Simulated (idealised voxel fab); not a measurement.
voxel transistor to metal: a process module
The width of the displayed cross-section, cut, is 195 nm; its cells are square, with a size of 5 nm.
In what follows, cross-sections appear as grids of square cells, described through bands that run from the top down, where every band is one or more rows of cells.
Top, bottom (nm), then materials left to right with widths (nm); lone material tagged "everywhere" fills the whole band edge to edge; "air" = empty space.
The level at which height equals 0 is the one under which the wafer, as it arrives, is entirely one material. No lower edge exists for the bottom band, which continues downward and is notated as in "0 nm and below".
Top row gets the first number, bottom row gets the second, and each row in between changes by the same step: that is how a band width like "30..40" works.
When a step is marked "no alterations made", none of the cells in the cross-section changed during that step.
Empty spaces without an open route to the top, at least 8 cells in extent, make up the entry "Enclosed void listing"; each is given as width x height at distance, where the distance is measured from the left edge, and all are in nm.
The remark found on a step's line after its settings is issued by the simulator itself and pertains to that step.
overlay nm: mask offset rightward from planned place, masked step; negative means leftward offset.
-- These are the steps we planned for the process
| 1 | RECEIVE | material Si |
| 2 | OXIDIZE | depth nm 5 |
| 3 | CONFORMAL_DEP | material SiN | thk nm 10 |
| 4 | MASKED_ETCH | tone cover | mask id ACTIVE | width nm 115 | etch materials SiN | depth nm 10 | overlay nm 0 |
| 5 | MASKED_ETCH | tone cover | mask id ACTIVE | width nm 115 | etch materials SiO2 | depth nm 5 | overlay nm 0 |
| 6 | MASKED_ETCH | tone cover | mask id ACTIVE | width nm 115 | etch materials Si | depth nm 30 | overlay nm 0 |
| 7 | FILL_DEP | material SiO2 | thk nm 15 |
| 8 | CMP | height nm 10 |
| 9 | SELECTIVE_ETCH | etch materials SiO2 | depth nm 10 |
| 10 | STRIP | etch materials SiN |
| 11 | SELECTIVE_ETCH | etch materials SiO2 | depth nm 5 |
| 12 | OXIDIZE | depth nm 5 |
| 13 | DIRECTIONAL_DEP | material polySi | thk nm 25 |
| 14 | DIRECTIONAL_DEP | material SiCN | thk nm 15 |
| 15 | PATTERN | tone cover | mask id GATE | material resist | width nm 35 | thk nm 15 | overlay nm 0 |
| 16 | DIRECTIONAL_ETCH | etch materials SiCN | depth nm 25 |
| 17 | DIRECTIONAL_ETCH | etch materials polySi | depth nm 35 |
| 18 | STRIP | etch materials resist |
| 19 | CONFORMAL_DEP | material SiN | thk nm 10 |
| 20 | DIRECTIONAL_ETCH | etch materials SiN | depth nm 10 |
| 21 | DIRECTIONAL_ETCH | etch materials SiO2 | depth nm 5 |
| 22 | EPI | material SiGe | thk nm 5 |
| 23 | FILL_DEP | material SiO2 | thk nm 5 |
| 24 | CMP | height nm 20 |
| 25 | STRIP | etch materials polySi |
| 26 | SELECTIVE_ETCH | etch materials SiO2 | depth nm 5 |
| 27 | CONFORMAL_DEP | material HfO2 | thk nm 5 |
| 28 | CONFORMAL_DEP | material TiN | thk nm 5 |
| 29 | FILL_DEP | material W | thk nm 10 |
| 30 | CMP | height nm 15 |
| 31 | DIRECTIONAL_DEP | material SiO2 | thk nm 10 |
| 32 | MASKED_ETCH | tone open | mask id CONTACT | width nm 15 | pitch nm 80 | etch materials SiO2 | depth nm 30 | overlay nm 0 |
| 33 | CONFORMAL_DEP | material TiN | thk nm 5 |
| 34 | FILL_DEP | material W | thk nm 10 |
| 35 | CMP | height nm 25 |
| 36 | CONFORMAL_DEP | material SiCN | thk nm 5 |
| 37 | DIRECTIONAL_DEP | material SiO2 | thk nm 15 |
| 38 | MASKED_ETCH | tone open | mask id METAL_1 | width nm 15 | pitch nm 80 | etch materials SiO2 | depth nm 15 | overlay nm 0 |
| 39 | MASKED_ETCH | tone open | mask id METAL_1 | width nm 15 | pitch nm 80 | etch materials SiCN | depth nm 5 | overlay nm 0 |
| 40 | CONFORMAL_DEP | material TiN | thk nm 5 |
| 41 | FILL_DEP | material W | thk nm 10 |
| 42 | CMP | height nm 45 |
| 43 | CONFORMAL_DEP | material SiCN | thk nm 5 |
| 44 | DIRECTIONAL_DEP | material SiO2 | thk nm 35 |
| 45 | MASKED_ETCH | tone open | mask id METAL_2 | width nm 15 | pitch nm 80 | etch materials SiO2 | depth nm 20 | overlay nm 0 |
| 46 | DIRECTIONAL_DEP | material aC | thk nm 15 |
| 47 | PATTERN | tone open | mask id METAL_2_HOLES | material resist | width nm 15 | pitch nm 80 | thk nm 30 | overlay nm 0 |
| 48 | DIRECTIONAL_ETCH | etch materials aC | depth nm 15 |
| 49 | STRIP | etch materials resist |
| 50 | DIRECTIONAL_ETCH | etch materials SiO2 | depth nm 15 |
| 51 | DIRECTIONAL_ETCH | etch materials SiCN | depth nm 5 |
| 52 | STRIP | etch materials aC |
| 53 | CONFORMAL_DEP | material TiN | thk nm 5 |
| 54 | FILL_DEP | material Ru | thk nm 10 |
| 55 | CMP | height nm 85 |
| 56 | CONFORMAL_DEP | material SiN | thk nm 5 |
-- Incoming wafer in cross-section (state: after step 1)
* 0 nm and below  Si everywhere
* Enclosed void listing: none
-- Module complete, cross-section. Starting point and plan per above. One mistake made in running the module
* 90 nm to 85 nm  SiN everywhere
* 85 nm to 50 nm  SiO2=50; TiN=5; Ru=5; TiN=5; SiO2=65; TiN=5; Ru=5; TiN=5; SiO2=50
* 50 nm to 45 nm  SiCN=50; TiN=15; SiCN=65; TiN=15; SiCN=50
* 45 nm to 30 nm  SiO2=50; TiN=5; W=5; TiN=5; SiO2=65; TiN=5; W=5; TiN=5; SiO2=50
* 30 nm to 25 nm  SiCN=50; TiN=15; SiCN=65; TiN=15; SiCN=50
* 25 nm to 15 nm  SiO2=50; TiN=5; W=5; TiN=5; SiO2=65; TiN=5; W=5; TiN=5; SiO2=50
* 15 nm to 0 nm  SiO2=50; TiN=5; W=5; TiN=5; SiO2=10; SiN=10; HfO2=5; TiN=5; W=5; TiN=5; HfO2=5; SiN=10; SiO2=10; TiN=5; W=5; TiN=5; SiO2=50
* 0 nm to -5 nm  SiO2=50; TiN=15; SiO2=10; SiN=10; HfO2=5; TiN=15; HfO2=5; SiN=10; SiO2=10; TiN=15; SiO2=50
* -5 nm to -10 nm  SiO2=35; SiGe=40; SiO2=5; HfO2=35; SiO2=5; SiGe=40; SiO2=35
* -10 nm to -35 nm  SiO2=40; Si=115; SiO2=40
* -35 nm and below  Si everywhere
* Enclosed void listing: none
The plan and the run diverged here: so step 15 ended up running with a different setting than we planned, it ran as PATTERN | tone cover | mask id GATE | material resist | width nm 25 | thk nm 15 | overlay nm 0
